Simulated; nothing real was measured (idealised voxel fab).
process module | voxel double patterning
cross-section cut | 235 nm wide | cells 5 nm
A cross-section is a grid of square cells, given in bands from the top down. A band is one or more rows of cells.
Each band's line starts with the height of the band's top and of its bottom, in nm. Then come its materials from left to right, each with its width in nm. One material with "throughout" fills the band from edge to edge. "air" is empty space.
Height 0 is the level under which the wafer as received is all one material. The lowest band goes on downwards, as in "0 down".
A width such as "30 to 40" changes by the same amount from each row of cells to the next, from the band's top row to its bottom row.
"no change" after a step means that no cell of the cross-section changed.
closed voids: empty space of 8 cells or more with no open way to the top, each as width x height at its distance from the left edge, in nm
after a step's settings: what the simulator itself notes on the step
overlay nm, on a step with a mask: how far to the right of its planned place the mask lay; to the left if negative
plan
1 op RECEIVE | material Si
2 op CONFORMAL_DEP | material SiN | thk nm 5
3 op DIRECTIONAL_DEP | material SiO2 | thk nm 15
4 op DIRECTIONAL_DEP | material SiCN | thk nm 10
5 op PATTERN | tone open | mask id FIRST | material resist | width nm 15 | pitch nm 50 | thk nm 15 | overlay nm 0
6 op DIRECTIONAL_ETCH | etch materials SiCN | depth nm 10
7 op STRIP | etch materials resist
8 op MASKED_ETCH | tone open | mask id SECOND | width nm 15 | etch materials SiCN | depth nm 10 | overlay nm 0
9 op DIRECTIONAL_ETCH | etch materials SiO2 | depth nm 15
10 op STRIP | etch materials SiCN
first wafer, as planned
as received, after step 1
  0 down: Si throughout
  closed voids: none
after step 2
  5 to 0: SiN throughout
  below 0: unchanged
after step 3
  20 to 5: SiO2 throughout
  below 5: unchanged
after step 4
  30 to 20: SiCN throughout
  below 20: unchanged
after step 5
  45 to 30: resist 85 | air 15 | resist 35 | air 15 | resist 85
  below 30: unchanged
after step 6
  45 to 30: resist 85 | air 15 | resist 35 | air 15 | resist 85
  30 to 20: SiCN 85 | air 15 | SiCN 35 | air 15 | SiCN 85
  below 20: unchanged
after step 7
  30 to 20: SiCN 85 | air 15 | SiCN 35 | air 15 | SiCN 85
  below 20: unchanged
after step 8
  30 to 20: SiCN 85 | air 15 | SiCN 10 | air 15 | SiCN 10 | air 15 | SiCN 85
  below 20: unchanged
after step 9
  30 to 20: SiCN 85 | air 15 | SiCN 10 | air 15 | SiCN 10 | air 15 | SiCN 85
  20 to 5: SiO2 85 | air 15 | SiO2 10 | air 15 | SiO2 10 | air 15 | SiO2 85
  below 5: unchanged
after step 10
  20 to 5: SiO2 85 | air 15 | SiO2 10 | air 15 | SiO2 10 | air 15 | SiO2 85
  below 5: unchanged
second wafer: like start, like plan, one mistake. Through step 3 it matches the first wafer
when step 4 should have ended
  30 to 5: SiO2 throughout
  below 5: unchanged
when step 5 should have ended
  45 to 30: resist 85 | air 15 | resist 35 | air 15 | resist 85
  below 30: unchanged
when step 6 should have ended: no change
when step 7 should have ended
  30 to 5: SiO2 throughout
  below 5: unchanged
when step 8 should have ended: no change
when step 9 should have ended
  15 to 5: SiO2 throughout
  below 5: unchanged
when step 10 should have ended: no change
what went wrong: step 4 ran as: op DIRECTIONAL_DEP | material SiO2 | thk nm 10
at the end the second wafer has, in cells: 20 fewer of SiO2
